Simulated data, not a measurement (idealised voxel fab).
The document below concerns the process module designated voxel air gaps.
FYI the section here is cut, 275 nm wide, cells are 5 nm squares.
Cross-section, as written here: a square-cell grid given band by band from the top down, where a band holds one or more rows of cells.
The band entry comprises the height of the band's top followed by the height of its bottom, expressed in nm, and subsequently the band's materials from left to right, each stated together with its width in nm. Where a single material is marked with the word "throughout", that material fills the band from edge to edge. The word "blank" represents empty space.
Beneath 0, the wafer as received is one material, and that level is where height counting begins. The lowest band goes on downward without a bottom; it is written like "0 down".
A width given as "30->40" starts at the first number in the band's top row and ends at the second number in its bottom row, shifting by an equal amount at every step from row to row.
"all unchanged" means the step left every cell of the cross-section as it was.
Closed empty spaces: empty space of 8 cells or more with no open way to the top, each as width x height at its distance from the left edge, in nm
The remark found on a step's line after its settings is issued by the simulator itself and pertains to that step.
overlay nm: where the mask lay relative to plan, measured to the right, on steps with a mask; negatives go left.

Planned step list for the process:
1: RECEIVE | material Si
2: CONFORMAL_DEP | material SiO2 | thk nm 10
3: CONFORMAL_DEP | material SiCN | thk nm 5
4: DIRECTIONAL_DEP | material SiO2 | thk nm 35
5: PATTERN | tone open | mask id LINES | material resist | width nm 20 | pitch nm 50 | thk nm 20 | overlay nm 0
6: DIRECTIONAL_ETCH | etch materials SiO2 | depth nm 35
7: STRIP | etch materials resist
8: CONFORMAL_DEP | material TiN | thk nm 5
9: FILL_DEP | material Cu | thk nm 10
10: CMP | height nm 50
11: EPI | material Ru | thk nm 10
12: SELECTIVE_ETCH | etch materials SiO2 | depth nm 45
13: CONFORMAL_DEP | material SiCN | thk nm 5

The first of two wafers, run as planned:

Step 1 complete: cross-section of the wafer as received:
  0 down | Si throughout
  Closed empty spaces: none

The following cross-section depicts the wafer upon completion of step 2:
  10 to 0 | SiO2 throughout
  Below a height of 0, the structure has not been altered.

The following cross-section depicts the wafer upon completion of step 3:
  15 to 10 | SiCN throughout
  Below a height of 10, the structure has not been altered.

The following cross-section depicts the wafer upon completion of step 4:
  50 to 15 | SiO2 throughout
  Below a height of 15, the structure has not been altered.

The following cross-section depicts the wafer upon completion of step 5:
  70 to 50 | 75 of resist | 20 of blank | 30 of resist | 20 of blank | 30 of resist | 20 of blank | 80 of resist
  Below a height of 50, the structure has not been altered.

The following cross-section depicts the wafer upon completion of step 6:
  70 to 50 | 75 of resist | 20 of blank | 30 of resist | 20 of blank | 30 of resist | 20 of blank | 80 of resist
  50 to 15 | 75 of SiO2 | 20 of blank | 30 of SiO2 | 20 of blank | 30 of SiO2 | 20 of blank | 80 of SiO2
  Below a height of 15, the structure has not been altered.

The following cross-section depicts the wafer upon completion of step 7:
  50 to 15 | 75 of SiO2 | 20 of blank | 30 of SiO2 | 20 of blank | 30 of SiO2 | 20 of blank | 80 of SiO2
  Below a height of 15, the structure has not been altered.

The following cross-section depicts the wafer upon completion of step 8:
  55 to 50 | 80 of TiN | 10 of blank | 40 of TiN | 10 of blank | 40 of TiN | 10 of blank | 85 of TiN
  50 to 20 | 75 of SiO2 | 5 of TiN | 10 of blank | 5 of TiN | 30 of SiO2 | 5 of TiN | 10 of blank | 5 of TiN | 30 of SiO2 | 5 of TiN | 10 of blank | 5 of TiN | 80 of SiO2
  20 to 15 | 75 of SiO2 | 20 of TiN | 30 of SiO2 | 20 of TiN | 30 of SiO2 | 20 of TiN | 80 of SiO2
  Below a height of 15, the structure has not been altered.

The following cross-section depicts the wafer upon completion of step 9:
  65 to 55 | Cu throughout
  55 to 50 | 80 of TiN | 10 of Cu | 40 of TiN | 10 of Cu | 40 of TiN | 10 of Cu | 85 of TiN
  50 to 20 | 75 of SiO2 | 5 of TiN | 10 of Cu | 5 of TiN | 30 of SiO2 | 5 of TiN | 10 of Cu | 5 of TiN | 30 of SiO2 | 5 of TiN | 10 of Cu | 5 of TiN | 80 of SiO2
  Below a height of 20, the structure has not been altered.

The following cross-section depicts the wafer upon completion of step 10:
  50 to 20 | 75 of SiO2 | 5 of TiN | 10 of Cu | 5 of TiN | 30 of SiO2 | 5 of TiN | 10 of Cu | 5 of TiN | 30 of SiO2 | 5 of TiN | 10 of Cu | 5 of TiN | 80 of SiO2
  Below a height of 20, the structure has not been altered.

The following cross-section depicts the wafer upon completion of step 11:
  60 to 50 | 65 of blank | 40 of Ru | 10 of blank | 40 of Ru | 10 of blank | 40 of Ru | 70 of blank
  Below a height of 50, the structure has not been altered.

The following cross-section depicts the wafer upon completion of step 12:
  60 to 50 | 65 of blank | 40 of Ru | 10 of blank | 40 of Ru | 10 of blank | 40 of Ru | 70 of blank
  50 to 20 | 75 of blank | 5 of TiN | 10 of Cu | 5 of TiN | 30 of blank | 5 of TiN | 10 of Cu | 5 of TiN | 30 of blank | 5 of TiN | 10 of Cu | 5 of TiN | 80 of blank
  20 to 15 | 75 of blank | 20 of TiN | 30 of blank | 20 of TiN | 30 of blank | 20 of TiN | 80 of blank
  Below a height of 15, the structure has not been altered.

The following cross-section depicts the wafer upon completion of step 13:
  65 to 60 | 60 of blank | 150 of SiCN | 65 of blank
  60 to 50 | 60 of blank | 5 of SiCN | 40 of Ru | 10 of SiCN | 40 of Ru | 10 of SiCN | 40 of Ru | 5 of SiCN | 65 of blank
  50 to 45 | 60 of blank | 15 of SiCN | 5 of TiN | 10 of Cu | 5 of TiN | 30 of SiCN | 5 of TiN | 10 of Cu | 5 of TiN | 30 of SiCN | 5 of TiN | 10 of Cu | 5 of TiN | 15 of SiCN | 65 of blank
  45 to 20 | 70 of blank | 5 of SiCN | 5 of TiN | 10 of Cu | 5 of TiN | 5 of SiCN | 20 of blank | 5 of SiCN | 5 of TiN | 10 of Cu | 5 of TiN | 5 of SiCN | 20 of blank | 5 of SiCN | 5 of TiN | 10 of Cu | 5 of TiN | 5 of SiCN | 75 of blank
  20 to 15 | 75 of SiCN | 20 of TiN | 30 of SiCN | 20 of TiN | 30 of SiCN | 20 of TiN | 80 of SiCN
  Below a height of 15, the structure has not been altered.
  Closed empty spaces: 20 x 25 at 100; 20 x 25 at 150

The second wafer: identical to the first at the outset and in its planned sequence, differing only in that one mistake was made during processing; up to and including step 1, its path is the first wafer's path:

When step 2 should have ended:
  10 to 0 | Ru throughout
  Below a height of 0, the structure has not been altered.

When step 3 should have ended:
  15 to 10 | SiCN throughout
  Below a height of 10, the structure has not been altered.

When step 4 should have ended:
  50 to 15 | SiO2 throughout
  Below a height of 15, the structure has not been altered.

When step 5 should have ended:
  70 to 50 | 75 of resist | 20 of blank | 30 of resist | 20 of blank | 30 of resist | 20 of blank | 80 of resist
  Below a height of 50, the structure has not been altered.

When step 6 should have ended:
  70 to 50 | 75 of resist | 20 of blank | 30 of resist | 20 of blank | 30 of resist | 20 of blank | 80 of resist
  50 to 15 | 75 of SiO2 | 20 of blank | 30 of SiO2 | 20 of blank | 30 of SiO2 | 20 of blank | 80 of SiO2
  Below a height of 15, the structure has not been altered.

When step 7 should have ended:
  50 to 15 | 75 of SiO2 | 20 of blank | 30 of SiO2 | 20 of blank | 30 of SiO2 | 20 of blank | 80 of SiO2
  Below a height of 15, the structure has not been altered.

When step 8 should have ended:
  55 to 50 | 80 of TiN | 10 of blank | 40 of TiN | 10 of blank | 40 of TiN | 10 of blank | 85 of TiN
  50 to 20 | 75 of SiO2 | 5 of TiN | 10 of blank | 5 of TiN | 30 of SiO2 | 5 of TiN | 10 of blank | 5 of TiN | 30 of SiO2 | 5 of TiN | 10 of blank | 5 of TiN | 80 of SiO2
  20 to 15 | 75 of SiO2 | 20 of TiN | 30 of SiO2 | 20 of TiN | 30 of SiO2 | 20 of TiN | 80 of SiO2
  Below a height of 15, the structure has not been altered.

When step 9 should have ended:
  65 to 55 | Cu throughout
  55 to 50 | 80 of TiN | 10 of Cu | 40 of TiN | 10 of Cu | 40 of TiN | 10 of Cu | 85 of TiN
  50 to 20 | 75 of SiO2 | 5 of TiN | 10 of Cu | 5 of TiN | 30 of SiO2 | 5 of TiN | 10 of Cu | 5 of TiN | 30 of SiO2 | 5 of TiN | 10 of Cu | 5 of TiN | 80 of SiO2
  Below a height of 20, the structure has not been altered.

When step 10 should have ended:
  50 to 20 | 75 of SiO2 | 5 of TiN | 10 of Cu | 5 of TiN | 30 of SiO2 | 5 of TiN | 10 of Cu | 5 of TiN | 30 of SiO2 | 5 of TiN | 10 of Cu | 5 of TiN | 80 of SiO2
  Below a height of 20, the structure has not been altered.

When step 11 should have ended:
  60 to 50 | 65 of blank | 40 of Ru | 10 of blank | 40 of Ru | 10 of blank | 40 of Ru | 70 of blank
  Below a height of 50, the structure has not been altered.

When step 12 should have ended:
  60 to 50 | 65 of blank | 40 of Ru | 10 of blank | 40 of Ru | 10 of blank | 40 of Ru | 70 of blank
  50 to 20 | 75 of blank | 5 of TiN | 10 of Cu | 5 of TiN | 30 of blank | 5 of TiN | 10 of Cu | 5 of TiN | 30 of blank | 5 of TiN | 10 of Cu | 5 of TiN | 80 of blank
  20 to 15 | 75 of blank | 20 of TiN | 30 of blank | 20 of TiN | 30 of blank | 20 of TiN | 80 of blank
  Below a height of 15, the structure has not been altered.

When step 13 should have ended:
  65 to 60 | 60 of blank | 150 of SiCN | 65 of blank
  60 to 50 | 60 of blank | 5 of SiCN | 40 of Ru | 10 of SiCN | 40 of Ru | 10 of SiCN | 40 of Ru | 5 of SiCN | 65 of blank
  50 to 45 | 60 of blank | 15 of SiCN | 5 of TiN | 10 of Cu | 5 of TiN | 30 of SiCN | 5 of TiN | 10 of Cu | 5 of TiN | 30 of SiCN | 5 of TiN | 10 of Cu | 5 of TiN | 15 of SiCN | 65 of blank
  45 to 20 | 70 of blank | 5 of SiCN | 5 of TiN | 10 of Cu | 5 of TiN | 5 of SiCN | 20 of blank | 5 of SiCN | 5 of TiN | 10 of Cu | 5 of TiN | 5 of SiCN | 20 of blank | 5 of SiCN | 5 of TiN | 10 of Cu | 5 of TiN | 5 of SiCN | 75 of blank
  20 to 15 | 75 of SiCN | 20 of TiN | 30 of SiCN | 20 of TiN | 30 of SiCN | 20 of TiN | 80 of SiCN
  Below a height of 15, the structure has not been altered.
  Closed empty spaces: 20 x 25 at 100; 20 x 25 at 150
what went wrong: heads up, step 2 didn't go per plan, it actually ran as CONFORMAL_DEP | material Ru | thk nm 10
End of process, cell counts, second wafer against first, materials with more or fewer: 110 more of Ru | 110 fewer of SiO2
